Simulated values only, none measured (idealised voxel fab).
The following is a process module called voxel double patterning.
The figure presents cross-section cut, which has a width of 235 nm and is divided into square cells with an edge length of 5 nm.
Cross-section layout: square cells on a grid; listed as bands, top to bottom; a band spans one or more cell rows. Quick guide to a band line: top height, bottom height (nm) up front; then every material left to right with its width in nm. Only one material and it's marked "throughout"? Then it fills the band edge to edge. And "air" just means empty space. The reference from which all heights are counted is 0, the level beneath which the as-received wafer is entirely one material; the lowest band, having no lower bound, proceeds downward and is written after the example "0 -> down". Width spec "30->40" -> top row of cells at first value, bottom row at second value, equal per-row change in between. A step reported as "no alterations made" is a step in which no cell of the cross-section changed. In the "Closed internal voids" entry, you get each enclosed empty space of 8 cells or more, one with no open way to the top, written width x height at distance, distance from the left edge, in nm. If you see something after the settings on a step's line, that's the simulator's own remark about that step. The line of a step may include "overlay nm". On a step with a mask, this value is how far to the right of its planned place the mask lay. A negative value means the mask lay to the left.

Intended process steps:
- 1: RECEIVE: material Si
- 2: CONFORMAL_DEP: material SiO2, thk nm 10
- 3: DIRECTIONAL_DEP: material W, thk nm 15
- 4: DIRECTIONAL_DEP: material SiN, thk nm 10
- 5: MASKED_ETCH: tone open, mask id FIRST, width nm 15, pitch nm 50, etch materials SiN, depth nm 10, overlay nm 0
- 6: DIRECTIONAL_DEP: material aC, thk nm 15
- 7: PATTERN: tone open, mask id SECOND, material resist, width nm 15, pitch nm 50, thk nm 35, overlay nm 0
- 8: DIRECTIONAL_ETCH: etch materials aC, depth nm 15
- 9: STRIP: etch materials resist
- 10: DIRECTIONAL_ETCH: etch materials SiN, depth nm 10
- 11: STRIP: etch materials aC
- 12: DIRECTIONAL_ETCH: etch materials W, depth nm 15
- 13: STRIP: etch materials SiN

Concerning the first of two wafers, which was run in accordance with the plan:

Cross-section of the wafer at receipt, which is the condition after step 1:
	0 -> down | Si throughout
	Closed internal voids: none

The wafer, seen in cross-section, after step 2:
	10 -> 0 | SiO2 throughout
	Lower than 0, everything is as it was.

The wafer, seen in cross-section, after step 3:
	25 -> 10 | W throughout
	Lower than 10, everything is as it was.

The wafer, seen in cross-section, after step 4:
	35 -> 25 | SiN throughout
	Lower than 25, everything is as it was.

The wafer, seen in cross-section, after step 5:
	35 -> 25 | SiN 60 | air 15 | SiN 35 | air 15 | SiN 35 | air 15 | SiN 60
	Lower than 25, everything is as it was.

The wafer, seen in cross-section, after step 6:
	50 -> 40 | aC 60 | air 15 | aC 35 | air 15 | aC 35 | air 15 | aC 60
	40 -> 35 | aC throughout
	35 -> 25 | SiN 60 | aC 15 | SiN 35 | aC 15 | SiN 35 | aC 15 | SiN 60
	Lower than 25, everything is as it was.

The wafer, seen in cross-section, after step 7:
	85 -> 50 | resist 85 | air 15 | resist 35 | air 15 | resist 85
	50 -> 40 | aC 60 | resist 15 | aC 35 | resist 15 | aC 35 | resist 15 | aC 60
	Lower than 40, everything is as it was.

The wafer, seen in cross-section, after step 8:
	70 -> 50 | resist 85 | air 15 | resist 35 | air 15 | resist 85
	50 -> 40 | aC 60 | resist 15 | aC 10 | air 15 | aC 10 | resist 15 | aC 10 | air 15 | aC 10 | resist 15 | aC 60
	40 -> 35 | aC 85 | air 15 | aC 35 | air 15 | aC 85
	Lower than 35, everything is as it was.

The wafer, seen in cross-section, after step 9:
	50 -> 40 | aC 60 | air 15 | aC 10 | air 15 | aC 10 | air 15 | aC 10 | air 15 | aC 10 | air 15 | aC 60
	Lower than 40, everything is as it was.

The wafer, seen in cross-section, after step 10:
	50 -> 40 | aC 60 | air 15 | aC 10 | air 15 | aC 10 | air 15 | aC 10 | air 15 | aC 10 | air 15 | aC 60
	40 -> 35 | aC 85 | air 15 | aC 35 | air 15 | aC 85
	35 -> 25 | SiN 60 | aC 15 | SiN 10 | air 15 | SiN 10 | aC 15 | SiN 10 | air 15 | SiN 10 | aC 15 | SiN 60
	Lower than 25, everything is as it was.

The wafer, seen in cross-section, after step 11:
	35 -> 25 | SiN 60 | air 15 | SiN 10 | air 15 | SiN 10 | air 15 | SiN 10 | air 15 | SiN 10 | air 15 | SiN 60
	Lower than 25, everything is as it was.

The wafer, seen in cross-section, after step 12:
	35 -> 25 | SiN 60 | air 15 | SiN 10 | air 15 | SiN 10 | air 15 | SiN 10 | air 15 | SiN 10 | air 15 | SiN 60
	25 -> 10 | W 60 | air 15 | W 10 | air 15 | W 10 | air 15 | W 10 | air 15 | W 10 | air 15 | W 60
	Lower than 10, everything is as it was.

The wafer, seen in cross-section, after step 13:
	25 -> 10 | W 60 | air 15 | W 10 | air 15 | W 10 | air 15 | W 10 | air 15 | W 10 | air 15 | W 60
	Lower than 10, everything is as it was.

Regarding the second of the two wafers: it shared the first wafer's starting condition and process plan, yet one error occurred during its execution. Its history coincides with that of the first wafer up to and including step 2:

Second wafer, section view, time point: scheduled end of step 3:
	40 -> 10 | W throughout
	Lower than 10, everything is as it was.

Second wafer, section view, time point: scheduled end of step 4:
	50 -> 40 | SiN throughout
	Lower than 40, everything is as it was.

Second wafer, section view, time point: scheduled end of step 5:
	50 -> 40 | SiN 60 | air 15 | SiN 35 | air 15 | SiN 35 | air 15 | SiN 60
	Lower than 40, everything is as it was.

Second wafer, section view, time point: scheduled end of step 6:
	65 -> 55 | aC 60 | air 15 | aC 35 | air 15 | aC 35 | air 15 | aC 60
	55 -> 50 | aC throughout
	50 -> 40 | SiN 60 | aC 15 | SiN 35 | aC 15 | SiN 35 | aC 15 | SiN 60
	Lower than 40, everything is as it was.

Second wafer, section view, time point: scheduled end of step 7:
	100 -> 65 | resist 85 | air 15 | resist 35 | air 15 | resist 85
	65 -> 55 | aC 60 | resist 15 | aC 35 | resist 15 | aC 35 | resist 15 | aC 60
	Lower than 55, everything is as it was.

Second wafer, section view, time point: scheduled end of step 8:
	85 -> 65 | resist 85 | air 15 | resist 35 | air 15 | resist 85
	65 -> 55 | aC 60 | resist 15 | aC 10 | air 15 | aC 10 | resist 15 | aC 10 | air 15 | aC 10 | resist 15 | aC 60
	55 -> 50 | aC 85 | air 15 | aC 35 | air 15 | aC 85
	Lower than 50, everything is as it was.

Second wafer, section view, time point: scheduled end of step 9:
	65 -> 55 | aC 60 | air 15 | aC 10 | air 15 | aC 10 | air 15 | aC 10 | air 15 | aC 10 | air 15 | aC 60
	Lower than 55, everything is as it was.

Second wafer, section view, time point: scheduled end of step 10:
	65 -> 55 | aC 60 | air 15 | aC 10 | air 15 | aC 10 | air 15 | aC 10 | air 15 | aC 10 | air 15 | aC 60
	55 -> 50 | aC 85 | air 15 | aC 35 | air 15 | aC 85
	50 -> 40 | SiN 60 | aC 15 | SiN 10 | air 15 | SiN 10 | aC 15 | SiN 10 | air 15 | SiN 10 | aC 15 | SiN 60
	Lower than 40, everything is as it was.

Second wafer, section view, time point: scheduled end of step 11:
	50 -> 40 | SiN 60 | air 15 | SiN 10 | air 15 | SiN 10 | air 15 | SiN 10 | air 15 | SiN 10 | air 15 | SiN 60
	Lower than 40, everything is as it was.

Second wafer, section view, time point: scheduled end of step 12:
	50 -> 40 | SiN 60 | air 15 | SiN 10 | air 15 | SiN 10 | air 15 | SiN 10 | air 15 | SiN 10 | air 15 | SiN 60
	40 -> 25 | W 60 | air 15 | W 10 | air 15 | W 10 | air 15 | W 10 | air 15 | W 10 | air 15 | W 60
	Lower than 25, everything is as it was.

Second wafer, section view, time point: scheduled end of step 13:
	40 -> 25 | W 60 | air 15 | W 10 | air 15 | W 10 | air 15 | W 10 | air 15 | W 10 | air 15 | W 60
	Lower than 25, everything is as it was.
What was the processing mistake? in the plan, step 3 was performed twice
The second wafer ends with more or fewer cells of some materials than the first, per final count: 141 more of W
